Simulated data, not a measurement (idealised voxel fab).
Proc. module: voxel capacitor over wiring
Displayed cross-section: cut, width of 250 nm, square cells sized 5 nm.
Bands, listed from the top down, are how a cross-section gets written in this document; the cross-section itself is a grid of square cells, and a band is one or more rows of them. Heads up on the band format: heights come first, top then bottom, in nm. After that it's the materials left to right, each with its width in nm. A single material flagged "all across" fills the whole band edge to edge, and "air" means there's empty space there. It should be noted that heights are counted from 0, beneath which the wafer as supplied is of one material throughout, and that the lowest band possesses no lower boundary but continues downward, as written in "0 down". The expression "30 to 40" gives the width at the extremes of the band, the first number at its top row of cells and the second at its bottom row, with the width changing by equal amounts from each row to the next in between. Given "remained unchanged" for a step, no cell of the cross-section differs between before and after that step. "Fully closed voids" enumerates empty spaces isolated from the top, with no open way to it, that contain at least 8 cells, giving each as width x height at distance from the left edge, all three in nm. The remark found on a step's line after its settings is issued by the simulator itself and pertains to that step. The optional step-line setting "overlay nm" applies to steps with a mask and quantifies how far to the right of its planned location the mask lay, a negative value indicating leftward placement.
This section lists the process steps that were planned:
1) RECEIVE,material Si
2) CONFORMAL_DEP,material SiO2,thk nm 10
3) DIRECTIONAL_DEP,material TiN,thk nm 5
4) DIRECTIONAL_DEP,material Ru,thk nm 25
5) PATTERN,tone cover,mask id METAL_1,material resist,width nm 30,pitch nm 80,thk nm 20,overlay nm 0
6) DIRECTIONAL_ETCH,etch materials Ru,depth nm 25
7) DIRECTIONAL_ETCH,etch materials TiN,depth nm 5
8) STRIP,etch materials resist
9) CONFORMAL_DEP,material SiN,thk nm 5
10) FILL_DEP,material SiO2,thk nm 10
11) CMP,height nm 40
12) CONFORMAL_DEP,material SiCN,thk nm 5
13) DIRECTIONAL_DEP,material SiO2,thk nm 15
14) PATTERN,tone open,mask id PLUG_1,material resist,width nm 15,thk nm 20,overlay nm 0
15) DIRECTIONAL_ETCH,etch materials SiO2,depth nm 15
16) DIRECTIONAL_ETCH,etch materials SiCN,depth nm 5
17) STRIP,etch materials resist
18) CONFORMAL_DEP,material TiN,thk nm 5
19) FILL_DEP,material Cu,thk nm 5
20) CMP,height nm 60
21) DIRECTIONAL_DEP,material TiN,thk nm 5
22) DIRECTIONAL_DEP,material SiN,thk nm 5
23) DIRECTIONAL_DEP,material TiN,thk nm 10
24) PATTERN,tone cover,mask id UPPER_PLATE,material resist,width nm 55,thk nm 20,overlay nm 0
25) DIRECTIONAL_ETCH,etch materials TiN,depth nm 10
26) DIRECTIONAL_ETCH,etch materials SiN,depth nm 5
27) STRIP,etch materials resist
28) PATTERN,tone cover,mask id LOWER_PLATE,material resist,width nm 65,thk nm 15,overlay nm 0
29) DIRECTIONAL_ETCH,etch materials TiN,depth nm 5
30) STRIP,etch materials resist
31) FILL_DEP,material SiO2,thk nm 20
32) CMP,height nm 95
33) DIRECTIONAL_DEP,material aC,thk nm 15
34) PATTERN,tone open,mask id PLUG_2,material resist,width nm 15,thk nm 35,overlay nm 0
35) DIRECTIONAL_ETCH,etch materials aC,depth nm 15
36) STRIP,etch materials resist
37) DIRECTIONAL_ETCH,etch materials SiO2,depth nm 15
38) STRIP,etch materials aC
39) CONFORMAL_DEP,material TiN,thk nm 5
40) FILL_DEP,material W,thk nm 10
41) CMP,height nm 95
42) CONFORMAL_DEP,material SiN,thk nm 5
Step 1 complete: cross-section of the wafer as received:
  0 down  Si all across
  Fully closed voids: none
First wafer of two, sectioned at end of module; run went per plan:
  100 to 95  SiN all across
  95 to 85  SiO2 95 nm | TiN 5 nm | W 5 nm | TiN 5 nm | SiO2 140 nm
  85 to 80  SiO2 95 nm | TiN 15 nm | SiO2 140 nm
  80 to 70  SiO2 85 nm | TiN 55 nm | SiO2 110 nm
  70 to 65  SiO2 85 nm | SiN 55 nm | SiO2 110 nm
  65 to 60  SiO2 80 nm | TiN 65 nm | SiO2 105 nm
  60 to 45  SiO2 85 nm | TiN 5 nm | Cu 5 nm | TiN 5 nm | SiO2 150 nm
  45 to 40  SiCN 85 nm | TiN 15 nm | SiCN 150 nm
  40 to 15  SiO2 65 nm | SiN 5 nm | Ru 30 nm | SiN 5 nm | SiO2 40 nm | SiN 5 nm | Ru 30 nm | SiN 5 nm | SiO2 65 nm
  15 to 10  SiN 70 nm | TiN 30 nm | SiN 50 nm | TiN 30 nm | SiN 70 nm
  10 to 0  SiO2 all across
  0 down  Si all across
  Fully closed voids: none
Cross-sectional view of the second of two wafers upon completion of the module. This wafer shared its starting condition and process plan with the first; one error was made during its execution:
  100 to 95  SiN all across
  95 to 85  SiO2 90 nm | TiN 5 nm | W 5 nm | TiN 5 nm | SiO2 145 nm
  85 to 80  SiO2 90 nm | TiN 15 nm | SiO2 145 nm
  80 to 70  SiO2 85 nm | TiN 55 nm | SiO2 110 nm
  70 to 65  SiO2 85 nm | SiN 55 nm | SiO2 110 nm
  65 to 60  SiO2 80 nm | TiN 65 nm | SiO2 105 nm
  60 to 45  SiO2 85 nm | TiN 5 nm | Cu 5 nm | TiN 5 nm | SiO2 150 nm
  45 to 40  SiCN 85 nm | TiN 15 nm | SiCN 150 nm
  40 to 15  SiO2 65 nm | SiN 5 nm | Ru 30 nm | SiN 5 nm | SiO2 40 nm | SiN 5 nm | Ru 30 nm | SiN 5 nm | SiO2 65 nm
  15 to 10  SiN 70 nm | TiN 30 nm | SiN 50 nm | TiN 30 nm | SiN 70 nm
  10 to 0  SiO2 all across
  0 down  Si all across
  Fully closed voids: none
Which mistake was made when the wafer was run? step 34 was not run as planned; what actually ran was PATTERN,tone open,mask id PLUG_2,material resist,width nm 15,thk nm 35,overlay nm -5
By the end, you'd get the same cell count for each material on either wafer, but the second wafer puts them somewhere else.
